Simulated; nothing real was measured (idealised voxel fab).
The document below concerns the process module designated voxel tone inversion.
For reference, the cross-section in this document is cut, with width 255 nm and square cells of 5 nm.
In this document a cross-section is written as a grid of square cells. It is given as a series of bands, listed from the top down, and a band is one or more rows of cells.
Each band's line starts with the height of the band's top and of its bottom, in nm. Then come its materials from left to right, each with its width in nm. One material with "edge to edge" fills the band from edge to edge. "empty" is empty space.
We count height from 0. Below that, the starting wafer is all one material. The lowest band never ends at the bottom but goes on down; see "0 nm and below" for how that is written.
The width entry "30 to 40" should be interpreted row by row: the top row of cells in the band takes the first number, the bottom row takes the second number, and the change between adjacent rows is uniform throughout.
Any step labelled "no modifications" changed none of the cells in the cross-section.
Closed-off voids of 8+ cells (no open route to the top) go in "Voids, sealed", written width x height at distance from the left edge, in nm.
after a step's settings: what the simulator itself notes on the step
A step line may carry the setting "overlay nm", which, for steps involving a mask, states the distance by which the mask lay to the right of its intended position; negative values denote displacement to the left.
# plan
1,RECEIVE with material Si
2,CONFORMAL_DEP with material SiN, thk nm 5
3,DIRECTIONAL_DEP with material aC, thk nm 20
4,PATTERN with tone cover, mask id POSTS, material resist, width nm 20, pitch nm 35, thk nm 30, overlay nm 0
5,DIRECTIONAL_ETCH with etch materials aC, depth nm 20
6,STRIP with etch materials resist
7,FILL_DEP with material SiO2, thk nm 5
8,CMP with height nm 25
9,STRIP with etch materials aC
10,CONFORMAL_DEP with material TiN, thk nm 5
11,FILL_DEP with material W, thk nm 5
12,CMP with height nm 25
13,CONFORMAL_DEP with material SiN, thk nm 5
# First out of two wafers; run went to plan
# as received, after step 1
> 0 nm and below  Si edge to edge
> Voids, sealed: none
# Cross-section: wafer state after step 2
> 5 nm to 0 nm  SiN edge to edge
> Note: structure below 0 unchanged.
# Cross-section: wafer state after step 3
> 25 nm to 5 nm  aC edge to edge
> Note: structure below 5 unchanged.
# Cross-section: wafer state after step 4
> 55 nm to 25 nm  80 nm empty  20 nm resist  15 nm empty  20 nm resist  15 nm empty  20 nm resist  85 nm empty
> Note: structure below 25 unchanged.
# Cross-section: wafer state after step 5
> 35 nm to 25 nm  80 nm empty  20 nm resist  15 nm empty  20 nm resist  15 nm empty  20 nm resist  85 nm empty
> 25 nm to 5 nm  80 nm empty  20 nm aC  15 nm empty  20 nm aC  15 nm empty  20 nm aC  85 nm empty
> Note: structure below 5 unchanged.
# Cross-section: wafer state after step 6
> 25 nm to 5 nm  80 nm empty  20 nm aC  15 nm empty  20 nm aC  15 nm empty  20 nm aC  85 nm empty
> Note: structure below 5 unchanged.
# Cross-section: wafer state after step 7
> 30 nm to 25 nm  SiO2 edge to edge
> 25 nm to 5 nm  80 nm SiO2  20 nm aC  15 nm SiO2  20 nm aC  15 nm SiO2  20 nm aC  85 nm SiO2
> Note: structure below 5 unchanged.
# Cross-section: wafer state after step 8
> 25 nm to 5 nm  80 nm SiO2  20 nm aC  15 nm SiO2  20 nm aC  15 nm SiO2  20 nm aC  85 nm SiO2
> Note: structure below 5 unchanged.
# Cross-section: wafer state after step 9
> 25 nm to 5 nm  80 nm SiO2  20 nm empty  15 nm SiO2  20 nm empty  15 nm SiO2  20 nm empty  85 nm SiO2
> Note: structure below 5 unchanged.
# Cross-section: wafer state after step 10
> 30 nm to 25 nm  85 nm TiN  10 nm empty  25 nm TiN  10 nm empty  25 nm TiN  10 nm empty  90 nm TiN
> 25 nm to 10 nm  80 nm SiO2  5 nm TiN  10 nm empty  5 nm TiN  15 nm SiO2  5 nm TiN  10 nm empty  5 nm TiN  15 nm SiO2  5 nm TiN  10 nm empty  5 nm TiN  85 nm SiO2
> 10 nm to 5 nm  80 nm SiO2  20 nm TiN  15 nm SiO2  20 nm TiN  15 nm SiO2  20 nm TiN  85 nm SiO2
> Note: structure below 5 unchanged.
# Cross-section: wafer state after step 11
> 35 nm to 30 nm  W edge to edge
> 30 nm to 25 nm  85 nm TiN  10 nm W  25 nm TiN  10 nm W  25 nm TiN  10 nm W  90 nm TiN
> 25 nm to 10 nm  80 nm SiO2  5 nm TiN  10 nm W  5 nm TiN  15 nm SiO2  5 nm TiN  10 nm W  5 nm TiN  15 nm SiO2  5 nm TiN  10 nm W  5 nm TiN  85 nm SiO2
> Note: structure below 10 unchanged.
# Cross-section: wafer state after step 12
> 25 nm to 10 nm  80 nm SiO2  5 nm TiN  10 nm W  5 nm TiN  15 nm SiO2  5 nm TiN  10 nm W  5 nm TiN  15 nm SiO2  5 nm TiN  10 nm W  5 nm TiN  85 nm SiO2
> Note: structure below 10 unchanged.
# Cross-section: wafer state after step 13
> 30 nm to 25 nm  SiN edge to edge
> Note: structure below 25 unchanged.
# It is to be noted that the second wafer proceeded from the same initial state and according to the same plan as the first, although one mistake was committed in its execution; through step 1, inclusive, the two wafers share an identical history
# when step 2 should have ended
> 20 nm to 0 nm  aC edge to edge
> Note: structure below 0 unchanged.
# when step 3 should have ended
> 25 nm to 20 nm  SiN edge to edge
> Note: structure below 20 unchanged.
# when step 4 should have ended
> 55 nm to 25 nm  80 nm empty  20 nm resist  15 nm empty  20 nm resist  15 nm empty  20 nm resist  85 nm empty
> Note: structure below 25 unchanged.
# when step 5 should have ended
> 35 nm to 25 nm  80 nm empty  20 nm resist  15 nm empty  20 nm resist  15 nm empty  20 nm resist  85 nm empty
> Note: structure below 25 unchanged.
# when step 6 should have ended
> 25 nm to 20 nm  SiN edge to edge
> Note: structure below 20 unchanged.
# when step 7 should have ended
> 30 nm to 25 nm  SiO2 edge to edge
> Note: structure below 25 unchanged.
# when step 8 should have ended
> 25 nm to 20 nm  SiN edge to edge
> Note: structure below 20 unchanged.
when step 9 should have ended: no modifications
# when step 10 should have ended
> 30 nm to 25 nm  TiN edge to edge
> Note: structure below 25 unchanged.
# when step 11 should have ended
> 35 nm to 30 nm  W edge to edge
> Note: structure below 30 unchanged.
# when step 12 should have ended
> 25 nm to 20 nm  SiN edge to edge
> Note: structure below 20 unchanged.
# when step 13 should have ended
> 30 nm to 20 nm  SiN edge to edge
> Note: structure below 20 unchanged.
In executing the process, a mistake was made relative to the plan: step 2 ran in the slot meant for step 3, and vice versa
The second wafer ends with more or fewer cells of some materials than the first, per final count: -156 SiO2; -30 TiN; -18 W; +204 aC
